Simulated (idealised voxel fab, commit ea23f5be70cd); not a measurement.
Title: Process Module voxel local oxidation
The cross-section on display is named cut; it measures 275 nm wide, and its cells are 5 nm squares.
Bands, listed from the top down, are how a cross-section gets written in this document; the cross-section itself is a grid of square cells, and a band is one or more rows of them.
Basically the band line says how high the top is and how high the bottom is, in nm, and then what's in it from left to right, every material with its width in nm. Empty space shows up as "blank", and if a single material carries "edge to edge" it runs the full band edge to edge.
Heights from 0 (as-received wafer is one material below). Bottom band endless downward, as "0..down".
The expression "30->40" gives the width at the extremes of the band, the first number at its top row of cells and the second at its bottom row, with the width changing by equal amounts from each row to the next in between.
Any step labelled "remained the same" changed none of the cells in the cross-section.
Empty spaces counting at least 8 cells and having no open way to the top are listed in "Catalogued sealed voids". The notation width x height at distance is used for each, the distance being from the left edge and all three values in nm.
Heads up: the bit after the settings on a step's line is the simulator's remark on that step.
If you see "overlay nm" on a step's line and that step has a mask, it's telling you how far right of where it was planned the mask ended up; a negative number means it went left instead.
PROCESS STEPS - PLAN
1,RECEIVE (material Si)
2,OXIDIZE (depth nm 5)
3,CONFORMAL_DEP (material SiN; thk nm 15)
4,PATTERN (tone cover; mask id ACTIVE; material resist; width nm 130; thk nm 15; overlay nm 0)
5,DIRECTIONAL_ETCH (etch materials SiN; depth nm 15)
6,STRIP (etch materials resist)
7,SELECTIVE_ETCH (etch materials SiO2; depth nm 5)
8,OXIDIZE (depth nm 15)
9,STRIP (etch materials SiN)
HERE'S WHAT THE WAFER LOOKED LIKE IN CROSS-SECTION WHEN IT ARRIVED - THAT'S AFTER STEP 1
0..down = Si edge to edge
Catalogued sealed voids: none
END STATE OF THE MODULE IN CROSS-SECTION, GIVEN THE ABOVE STARTING POINT AND PLAN AND ONE MISTAKE IN EXECUTION
0..-5 = 85 nm blank; 100 nm SiO2; 90 nm blank
-5..-20 = 100 nm SiO2; 70 nm Si; 105 nm SiO2
-20..down = Si edge to edge
Catalogued sealed voids: none
Nonconformance to the process plan: rather than as planned, step 7 actually ran as SELECTIVE_ETCH (etch materials SiO2; depth nm 15)
